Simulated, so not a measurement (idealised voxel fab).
Process module name: voxel transistor to metal
Each square cell in cross-section cut measures 5 nm, and the section as a whole is 300 nm wide.
Heads up, the way a cross-section reads in here is a grid of square cells, handed over as bands from the top down, with every band being one or more rows of cells.
This entry defines a band. It first specifies the height of the band's top and the height of its bottom in nm, and then specifies the band's materials from left to right, stating each material with its width in nm. The word "throughout" identifies a single material that fills the band from edge to edge, while the word "blank" identifies empty space.
We count height from 0. Below that, the starting wafer is all one material. The lowest band never ends at the bottom but goes on down; see "0 -> down" for how that is written.
The notation "30..40" denotes a width that varies across the rows of cells in the band, beginning at the first number in the top row, finishing at the second number in the bottom row, and changing by an identical amount from each row to the next.
You'll sometimes find "no change occurred" written for a step, and that's the way of saying that nowhere in the cross-section did a cell change during that step.
Enclosed voids (no open way to top), threshold 8 cells or more, entry "Fully sealed cavities", notation width x height at distance, distance from left edge, nm.
What comes after the settings on a step's line is commentary from the simulator itself on that step.
You can add "overlay nm" to a step's line. For a step with a mask, it describes how far the mask lay to the right of its planned position, and a negative number describes a lay to the left.
-- These are the steps we planned for the process
1. RECEIVE,material Si
2. CONFORMAL_DEP,material SiO2,thk nm 5
3. CONFORMAL_DEP,material SiN,thk nm 10
4. DIRECTIONAL_DEP,material aC,thk nm 15
5. PATTERN,tone cover,mask id ACTIVE,material resist,width nm 95,pitch nm 125,thk nm 30,overlay nm 0
6. DIRECTIONAL_ETCH,etch materials aC,depth nm 15
7. STRIP,etch materials resist
8. DIRECTIONAL_ETCH,etch materials SiN,depth nm 10
9. DIRECTIONAL_ETCH,etch materials SiO2,depth nm 5
10. DIRECTIONAL_ETCH,etch materials Si,depth nm 20
11. STRIP,etch materials aC
12. FILL_DEP,material SiO2,thk nm 10
13. CMP,height nm 15
14. SELECTIVE_ETCH,etch materials SiO2,depth nm 5
15. STRIP,etch materials SiN
16. SELECTIVE_ETCH,etch materials SiO2,depth nm 5
17. OXIDIZE,depth nm 5
18. DIRECTIONAL_DEP,material polySi,thk nm 25
19. DIRECTIONAL_DEP,material SiCN,thk nm 15
20. DIRECTIONAL_DEP,material aC,thk nm 10
21. PATTERN,tone cover,mask id GATE,material resist,width nm 15,pitch nm 125,thk nm 25,overlay nm 0
22. DIRECTIONAL_ETCH,etch materials aC,depth nm 10
23. STRIP,etch materials resist
24. DIRECTIONAL_ETCH,etch materials SiCN,depth nm 25
25. DIRECTIONAL_ETCH,etch materials polySi,depth nm 35
26. STRIP,etch materials aC
27. CONFORMAL_DEP,material SiN,thk nm 5
28. DIRECTIONAL_ETCH,etch materials SiN,depth nm 5
29. DIRECTIONAL_ETCH,etch materials SiO2,depth nm 5
30. EPI,material nSi,thk nm 5
31. FILL_DEP,material SiO2,thk nm 10
32. CMP,height nm 40
33. DIRECTIONAL_DEP,material SiO2,thk nm 15
34. DIRECTIONAL_DEP,material aC,thk nm 15
35. PATTERN,tone open,mask id CONTACT,material resist,width nm 15,thk nm 35,overlay nm 0
36. DIRECTIONAL_ETCH,etch materials aC,depth nm 15
37. STRIP,etch materials resist
38. DIRECTIONAL_ETCH,etch materials SiO2,depth nm 55
39. STRIP,etch materials aC
40. CONFORMAL_DEP,material TiN,thk nm 5
41. FILL_DEP,material W,thk nm 5
42. CMP,height nm 55
43. DIRECTIONAL_DEP,material TiN,thk nm 5
44. DIRECTIONAL_DEP,material W,thk nm 15
45. DIRECTIONAL_DEP,material aC,thk nm 15
46. PATTERN,tone cover,mask id METAL_1,material resist,width nm 15,thk nm 30,overlay nm 0
47. DIRECTIONAL_ETCH,etch materials aC,depth nm 15
48. STRIP,etch materials resist
49. DIRECTIONAL_ETCH,etch materials W,depth nm 15
50. DIRECTIONAL_ETCH,etch materials TiN,depth nm 5
51. STRIP,etch materials aC
52. CONFORMAL_DEP,material SiN,thk nm 5
53. FILL_DEP,material lowk,thk nm 5
54. CMP,height nm 75
55. CONFORMAL_DEP,material SiN,thk nm 5
Heads up: all these wafers start the same, and what changes between them is the depth nm in step 28. The value you see in the plan is just what the first wafer got.
-- First wafer of several, as received: cross-section after step 1
	0 -> down  Si throughout
	Fully sealed cavities: none
-- The rows of the table below are wafers. Looking at the end of the module, a row counts, for every material, the cells the wafer has gained, shown as (+), or lost, shown as (-), since it was received; its closed voids come next
depth nm 5; -126 Si; +18 SiCN; +168 SiN; +542 SiO2; +104 TiN; +76 W; +120 lowk; +28 nSi; +30 polySi; Fully sealed cavities: none
depth nm 10; -126 Si; +18 SiCN; +160 SiN; +546 SiO2; +104 TiN; +76 W; +120 lowk; +32 nSi; +30 polySi; Fully sealed cavities: none
depth nm 15; -126 Si; +18 SiCN; +156 SiN; +550 SiO2; +104 TiN; +76 W; +120 lowk; +32 nSi; +30 polySi; Fully sealed cavities: none
depth nm 20; -126 Si; +18 SiCN; +152 SiN; +554 SiO2; +104 TiN; +76 W; +120 lowk; +32 nSi; +30 polySi; Fully sealed cavities: none
